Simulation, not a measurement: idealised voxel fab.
Proc. module: voxel air gaps
Pictured: cross-section cut, 270 nm wide, on a grid of 5 nm square cells.
How to read a cross-section here: the picture is a grid of square cells, written as bands going from the top down, and any band can span one or more rows of cells.
Basically the band line says how high the top is and how high the bottom is, in nm, and then what's in it from left to right, every material with its width in nm. Empty space shows up as "empty", and if a single material carries "throughout" it runs the full band edge to edge.
For the purposes of this specification, 0 denotes the height below which the wafer in its as-received condition is composed wholly of one material, and the lowermost band, lacking a lower limit, extends downward without end, as expressed in "top 0, no bottom".
The expression "30 to 40" gives the width at the extremes of the band, the first number at its top row of cells and the second at its bottom row, with the width changing by equal amounts from each row to the next in between.
Take "no modification" at face value: in the step it is given for, the cross-section changed in none of its cells.
What "Sealed cavities" gives you is every empty space of 8 cells or more that is cut off from the top. Each appears as width x height at distance, with the distance taken from the left edge and width, height and distance all in nm.
That trailing text on a step's line, after the settings, is the simulator's own remark on the step.
A step's line can hold "overlay nm"; with a mask on that step, the setting says how far right of the planned place the mask lay, while a negative setting says it lay to the left.
In what follows, pairs of cross-sections are presented, each taken before and after one process step, with the after cross-section shown only down to the lowest band that was altered; the step, together with its settings, is stated below the pair. The pairs may stem from different runs of this module on the same starting wafer; accordingly, a pair should be taken as continuing from the one above it solely where its entry headed "State before step" indicates as much.

-- State before step
> top 55, bottom 50: 50 TiN, then 15 empty, then 35 TiN, then 15 empty, then 35 TiN, then 15 empty, then 35 TiN, then 15 empty, then 55 TiN
> top 50, bottom 25: 45 SiO2, then 5 TiN, then 15 empty, then 5 TiN, then 25 SiO2, then 5 TiN, then 15 empty, then 5 TiN, then 25 SiO2, then 5 TiN, then 15 empty, then 5 TiN, then 25 SiO2, then 5 TiN, then 15 empty, then 5 TiN, then 50 SiO2
> top 25, bottom 20: 45 SiO2, then 25 TiN, then 25 SiO2, then 25 TiN, then 25 SiO2, then 25 TiN, then 25 SiO2, then 25 TiN, then 50 SiO2
> top 20, bottom 15: SiCN throughout
> top 15, bottom 0: TiN throughout
> top 0, no bottom: Si throughout
> Sealed cavities: none

-- As Processed
> top 65, bottom 55: Ru throughout
> top 55, bottom 50: 50 TiN, then 15 Ru, then 35 TiN, then 15 Ru, then 35 TiN, then 15 Ru, then 35 TiN, then 15 Ru, then 55 TiN
> top 50, bottom 25: 45 SiO2, then 5 TiN, then 15 Ru, then 5 TiN, then 25 SiO2, then 5 TiN, then 15 Ru, then 5 TiN, then 25 SiO2, then 5 TiN, then 15 Ru, then 5 TiN, then 25 SiO2, then 5 TiN, then 15 Ru, then 5 TiN, then 50 SiO2
> Rest of section, below 25: as before.
> Sealed cavities: none
the step between: FILL_DEP, material Ru, thk nm 10

State before step: The structure entering this step is exactly what the pair just above shows after its step.

-- As Processed
> top 50, bottom 25: 45 SiO2, then 5 TiN, then 15 Ru, then 5 TiN, then 25 SiO2, then 5 TiN, then 15 Ru, then 5 TiN, then 25 SiO2, then 5 TiN, then 15 Ru, then 5 TiN, then 25 SiO2, then 5 TiN, then 15 Ru, then 5 TiN, then 50 SiO2
> Rest of section, below 25: as before.
> Sealed cavities: none
the step between: CMP, height nm 50

State before step: The structure entering this step is exactly what the pair just above shows after its step.

-- As Processed
> top 60, bottom 50: 35 empty, then 45 Ru, then 5 empty, then 45 Ru, then 5 empty, then 45 Ru, then 5 empty, then 45 Ru, then 40 empty
> Rest of section, below 50: as before.
> Sealed cavities: none
the step between: EPI, material Ru, thk nm 10

State before step: The structure entering this step is exactly what the pair just above shows after its step.

-- As Processed
> top 60, bottom 50: 35 empty, then 45 Ru, then 5 empty, then 45 Ru, then 5 empty, then 45 Ru, then 5 empty, then 45 Ru, then 40 empty
> top 50, bottom 25: 45 empty, then 5 TiN, then 15 Ru, then 5 TiN, then 25 empty, then 5 TiN, then 15 Ru, then 5 TiN, then 25 empty, then 5 TiN, then 15 Ru, then 5 TiN, then 25 empty, then 5 TiN, then 15 Ru, then 5 TiN, then 50 empty
> top 25, bottom 20: 45 empty, then 25 TiN, then 25 empty, then 25 TiN, then 25 empty, then 25 TiN, then 25 empty, then 25 TiN, then 50 empty
> Rest of section, below 20: as before.
> Sealed cavities: none
the step between: SELECTIVE_ETCH, etch materials SiO2, depth nm 40

State before step: The structure entering this step is exactly what the pair just above shows after its step.

-- As Processed
> top 65, bottom 60: 30 empty, then 205 SiCN, then 35 empty
> top 60, bottom 50: 30 empty, then 5 SiCN, then 45 Ru, then 5 SiCN, then 45 Ru, then 5 SiCN, then 45 Ru, then 5 SiCN, then 45 Ru, then 5 SiCN, then 35 empty
> top 50, bottom 45: 30 empty, then 15 SiCN, then 5 TiN, then 15 Ru, then 5 TiN, then 25 SiCN, then 5 TiN, then 15 Ru, then 5 TiN, then 25 SiCN, then 5 TiN, then 15 Ru, then 5 TiN, then 25 SiCN, then 5 TiN, then 15 Ru, then 5 TiN, then 15 SiCN, then 35 empty
> top 45, bottom 25: 40 empty, then 5 SiCN, then 5 TiN, then 15 Ru, then 5 TiN, then 5 SiCN, then 15 empty, then 5 SiCN, then 5 TiN, then 15 Ru, then 5 TiN, then 5 SiCN, then 15 empty, then 5 SiCN, then 5 TiN, then 15 Ru, then 5 TiN, then 5 SiCN, then 15 empty, then 5 SiCN, then 5 TiN, then 15 Ru, then 5 TiN, then 5 SiCN, then 45 empty
> top 25, bottom 20: 45 SiCN, then 25 TiN, then 25 SiCN, then 25 TiN, then 25 SiCN, then 25 TiN, then 25 SiCN, then 25 TiN, then 50 SiCN
> Rest of section, below 20: as before.
> Sealed cavities: 15 x 20 at 75; 15 x 20 at 125; 15 x 20 at 175
the step between: CONFORMAL_DEP, material SiCN, thk nm 5

-- State before step
> top 50, bottom 20: SiO2 throughout
> top 20, bottom 15: SiCN throughout
> top 15, bottom 0: SiO2 throughout
> top 0, no bottom: Si throughout
> Sealed cavities: none

-- As Processed
> top 70, bottom 50: 45 empty, then 25 resist, then 25 empty, then 25 resist, then 25 empty, then 25 resist, then 25 empty, then 25 resist, then 50 empty
> Rest of section, below 50: as before.
> Sealed cavities: none
the step between: PATTERN, tone cover, mask id LINES, material resist, width nm 25, pitch nm 50, thk nm 20, overlay nm 0

State before step: The structure entering this step is exactly what the pair just above shows after its step.

-- As Processed
> top 70, bottom 50: 45 empty, then 25 resist, then 25 empty, then 25 resist, then 25 empty, then 25 resist, then 25 empty, then 25 resist, then 50 empty
> top 50, bottom 20: 45 empty, then 25 SiO2, then 25 empty, then 25 SiO2, then 25 empty, then 25 SiO2, then 25 empty, then 25 SiO2, then 50 empty
> Rest of section, below 20: as before.
> Sealed cavities: none
the step between: DIRECTIONAL_ETCH, etch materials SiO2, depth nm 30

State before step: The structure entering this step is exactly what the pair just above shows after its step.

-- As Processed
> top 50, bottom 20: 45 empty, then 25 SiO2, then 25 empty, then 25 SiO2, then 25 empty, then 25 SiO2, then 25 empty, then 25 SiO2, then 50 empty
> Rest of section, below 20: as before.
> Sealed cavities: none
the step between: STRIP, etch materials resist

State before step: The structure entering this step is exactly what the pair just above shows after its step.

-- As Processed
> top 55, bottom 50: 40 empty, then 35 TiN, then 15 empty, then 35 TiN, then 15 empty, then 35 TiN, then 15 empty, then 35 TiN, then 45 empty
> top 50, bottom 25: 40 empty, then 5 TiN, then 25 SiO2, then 5 TiN, then 15 empty, then 5 TiN, then 25 SiO2, then 5 TiN, then 15 empty, then 5 TiN, then 25 SiO2, then 5 TiN, then 15 empty, then 5 TiN, then 25 SiO2, then 5 TiN, then 45 empty
> top 25, bottom 20: 45 TiN, then 25 SiO2, then 25 TiN, then 25 SiO2, then 25 TiN, then 25 SiO2, then 25 TiN, then 25 SiO2, then 50 TiN
> Rest of section, below 20: as before.
> Sealed cavities: none
the step between: CONFORMAL_DEP, material TiN, thk nm 5

State before step: The structure entering this step is exactly what the pair just above shows after its step.

-- As Processed
> top 65, bottom 55: Ru throughout
> top 55, bottom 50: 40 Ru, then 35 TiN, then 15 Ru, then 35 TiN, then 15 Ru, then 35 TiN, then 15 Ru, then 35 TiN, then 45 Ru
> top 50, bottom 25: 40 Ru, then 5 TiN, then 25 SiO2, then 5 TiN, then 15 Ru, then 5 TiN, then 25 SiO2, then 5 TiN, then 15 Ru, then 5 TiN, then 25 SiO2, then 5 TiN, then 15 Ru, then 5 TiN, then 25 SiO2, then 5 TiN, then 45 Ru
> Rest of section, below 25: as before.
> Sealed cavities: none
the step between: FILL_DEP, material Ru, thk nm 10

State before step: The structure entering this step is exactly what the pair just above shows after its step.

-- As Processed
> top 50, bottom 25: 40 Ru, then 5 TiN, then 25 SiO2, then 5 TiN, then 15 Ru, then 5 TiN, then 25 SiO2, then 5 TiN, then 15 Ru, then 5 TiN, then 25 SiO2, then 5 TiN, then 15 Ru, then 5 TiN, then 25 SiO2, then 5 TiN, then 45 Ru
> Rest of section, below 25: as before.
> Sealed cavities: none
the step between: CMP, height nm 50

State before step: The structure entering this step is exactly what the pair just above shows after its step.

-- As Processed
> top 60, bottom 50: 55 Ru, then 5 empty, then 45 Ru, then 5 empty, then 45 Ru, then 5 empty, then 45 Ru, then 5 empty, then 60 Ru
> Rest of section, below 50: as before.
> Sealed cavities: none
the step between: EPI, material Ru, thk nm 10

State before step: The structure entering this step is exactly what the pair just above shows after its step.

-- As Processed
> top 60, bottom 50: 55 Ru, then 5 empty, then 45 Ru, then 5 empty, then 45 Ru, then 5 empty, then 45 Ru, then 5 empty, then 60 Ru
> top 50, bottom 25: 40 Ru, then 5 TiN, then 25 empty, then 5 TiN, then 15 Ru, then 5 TiN, then 25 empty, then 5 TiN, then 15 Ru, then 5 TiN, then 25 empty, then 5 TiN, then 15 Ru, then 5 TiN, then 25 empty, then 5 TiN, then 45 Ru
> top 25, bottom 20: 45 TiN, then 25 empty, then 25 TiN, then 25 empty, then 25 TiN, then 25 empty, then 25 TiN, then 25 empty, then 50 TiN
> Rest of section, below 20: as before.
> Sealed cavities: none
the step between: SELECTIVE_ETCH, etch materials SiO2, depth nm 40

State before step: The structure entering this step is exactly what the pair just above shows after its step.

-- As Processed
> top 65, bottom 60: SiCN throughout
> top 60, bottom 50: 55 Ru, then 5 SiCN, then 45 Ru, then 5 SiCN, then 45 Ru, then 5 SiCN, then 45 Ru, then 5 SiCN, then 60 Ru
> top 50, bottom 45: 40 Ru, then 5 TiN, then 25 SiCN, then 5 TiN, then 15 Ru, then 5 TiN, then 25 SiCN, then 5 TiN, then 15 Ru, then 5 TiN, then 25 SiCN, then 5 TiN, then 15 Ru, then 5 TiN, then 25 SiCN, then 5 TiN, then 45 Ru
> top 45, bottom 25: 40 Ru, then 5 TiN, then 5 SiCN, then 15 empty, then 5 SiCN, then 5 TiN, then 15 Ru, then 5 TiN, then 5 SiCN, then 15 empty, then 5 SiCN, then 5 TiN, then 15 Ru, then 5 TiN, then 5 SiCN, then 15 empty, then 5 SiCN, then 5 TiN, then 15 Ru, then 5 TiN, then 5 SiCN, then 15 empty, then 5 SiCN, then 5 TiN, then 45 Ru
> top 25, bottom 20: 45 TiN, then 25 SiCN, then 25 TiN, then 25 SiCN, then 25 TiN, then 25 SiCN, then 25 TiN, then 25 SiCN, then 50 TiN
> Rest of section, below 20: as before.
> Sealed cavities: 15 x 20 at 50; 15 x 20 at 100; 15 x 20 at 150; 15 x 20 at 200
the step between: CONFORMAL_DEP, material SiCN, thk nm 5
